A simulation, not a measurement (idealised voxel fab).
Proc. module: voxel plated lines
Cross-sectional view cut (width: 265 nm; square cell size: 5 nm).
Cross-section layout: square cells on a grid; listed as bands, top to bottom; a band spans one or more cell rows. Heights first: top, then bottom, in nm. Then materials, left to right, each with a width in nm. "full width" on a single material: fills the band edge to edge. "blank": empty space. Heights are expressed relative to 0, this being the level below which the as-received wafer comprises one material exclusively. The lowest band is unbounded in the downward direction and is denoted as in "z 0 and below". So if you see something like "30 to 40" for the width, read it as the top row of the band sitting at the first number and the bottom row at the second, with every row in between moving by the same amount as the last. Any step labelled "nothing different" changed none of the cells in the cross-section. In "Sealed internal cavities" the enclosed voids are listed, meaning empty spaces of 8 cells or larger without any opening to the top. The form is width x height at distance, distance from the left edge, units nm. If you see something after the settings on a step's line, that's the simulator's own remark about that step. Each step line may optionally specify "overlay nm", which for a step with a mask gives the rightward distance between the mask's planned place and where it lay, a negative value indicating the leftward direction.

### Set out below are the planned steps of the process
1. RECEIVE with material Si
2. CONFORMAL_DEP with material SiN, thk nm 10
3. DIRECTIONAL_DEP with material TiN, thk nm 5
4. PATTERN with tone open, mask id LINES, material resist, width nm 25, pitch nm 50, thk nm 15, overlay nm 0
5. EPI with material Ru, thk nm 10
6. STRIP with etch materials resist
7. DIRECTIONAL_ETCH with etch materials TiN, depth nm 5
8. CONFORMAL_DEP with material SiO2, thk nm 10

### Concerning the first of two wafers, which was run in accordance with the plan

### Delivered wafer in cross-section: state after step 1
	z 0 and below  Si full width
	Sealed internal cavities: none

### After step 2, in cross-section
	z 10 to 0  SiN full width
	Whatever lies below 0 is exactly as it was before.

### After step 3, in cross-section
	z 15 to 10  TiN full width
	Whatever lies below 10 is exactly as it was before.

### After step 4, in cross-section
	z 30 to 15  resist: 70 / blank: 25 / resist: 25 / blank: 25 / resist: 25 / blank: 25 / resist: 70
	Whatever lies below 15 is exactly as it was before.

### After step 5, in cross-section
	z 30 to 25  resist: 70 / blank: 25 / resist: 25 / blank: 25 / resist: 25 / blank: 25 / resist: 70
	z 25 to 15  resist: 70 / Ru: 25 / resist: 25 / Ru: 25 / resist: 25 / Ru: 25 / resist: 70
	Whatever lies below 15 is exactly as it was before.

### After step 6, in cross-section
	z 25 to 15  blank: 70 / Ru: 25 / blank: 25 / Ru: 25 / blank: 25 / Ru: 25 / blank: 70
	Whatever lies below 15 is exactly as it was before.

### After step 7, in cross-section
	z 25 to 15  blank: 70 / Ru: 25 / blank: 25 / Ru: 25 / blank: 25 / Ru: 25 / blank: 70
	z 15 to 10  blank: 70 / TiN: 25 / blank: 25 / TiN: 25 / blank: 25 / TiN: 25 / blank: 70
	Whatever lies below 10 is exactly as it was before.

### After step 8, in cross-section
	z 35 to 25  blank: 60 / SiO2: 45 / blank: 5 / SiO2: 45 / blank: 5 / SiO2: 45 / blank: 60
	z 25 to 20  blank: 60 / SiO2: 10 / Ru: 25 / SiO2: 10 / blank: 5 / SiO2: 10 / Ru: 25 / SiO2: 10 / blank: 5 / SiO2: 10 / Ru: 25 / SiO2: 10 / blank: 60
	z 20 to 15  SiO2: 70 / Ru: 25 / SiO2: 25 / Ru: 25 / SiO2: 25 / Ru: 25 / SiO2: 70
	z 15 to 10  SiO2: 70 / TiN: 25 / SiO2: 25 / TiN: 25 / SiO2: 25 / TiN: 25 / SiO2: 70
	Whatever lies below 10 is exactly as it was before.

### The second wafer was prepared from the same starting point and under the same plan as the first; its processing contained one mistake, and it remains indistinguishable from the first wafer up to and including step 3

### Cross-section of the second wafer corresponding to the planned conclusion of step 4
	z 30 to 15  resist: 65 / blank: 35 / resist: 15 / blank: 35 / resist: 15 / blank: 35 / resist: 65
	Whatever lies below 15 is exactly as it was before.

### Cross-section of the second wafer corresponding to the planned conclusion of step 5
	z 30 to 25  resist: 65 / blank: 35 / resist: 15 / blank: 35 / resist: 15 / blank: 35 / resist: 65
	z 25 to 15  resist: 65 / Ru: 35 / resist: 15 / Ru: 35 / resist: 15 / Ru: 35 / resist: 65
	Whatever lies below 15 is exactly as it was before.

### Cross-section of the second wafer corresponding to the planned conclusion of step 6
	z 25 to 15  blank: 65 / Ru: 35 / blank: 15 / Ru: 35 / blank: 15 / Ru: 35 / blank: 65
	Whatever lies below 15 is exactly as it was before.

### Cross-section of the second wafer corresponding to the planned conclusion of step 7
	z 25 to 15  blank: 65 / Ru: 35 / blank: 15 / Ru: 35 / blank: 15 / Ru: 35 / blank: 65
	z 15 to 10  blank: 65 / TiN: 35 / blank: 15 / TiN: 35 / blank: 15 / TiN: 35 / blank: 65
	Whatever lies below 10 is exactly as it was before.

### Cross-section of the second wafer corresponding to the planned conclusion of step 8
	z 35 to 25  blank: 55 / SiO2: 155 / blank: 55
	z 25 to 20  blank: 55 / SiO2: 10 / Ru: 35 / SiO2: 15 / Ru: 35 / SiO2: 15 / Ru: 35 / SiO2: 10 / blank: 55
	z 20 to 15  SiO2: 65 / Ru: 35 / SiO2: 15 / Ru: 35 / SiO2: 15 / Ru: 35 / SiO2: 65
	z 15 to 10  SiO2: 65 / TiN: 35 / SiO2: 15 / TiN: 35 / SiO2: 15 / TiN: 35 / SiO2: 65
	Whatever lies below 10 is exactly as it was before.
Finding, execution versus plan: step 4 off recipe, ran as PATTERN with tone open, mask id LINES, material resist, width nm 35, pitch nm 50, thk nm 15, overlay nm 0
Final difference in cells, second wafer against first, listed per material as more or fewer: Ru +12 | SiO2 -6 | TiN +6
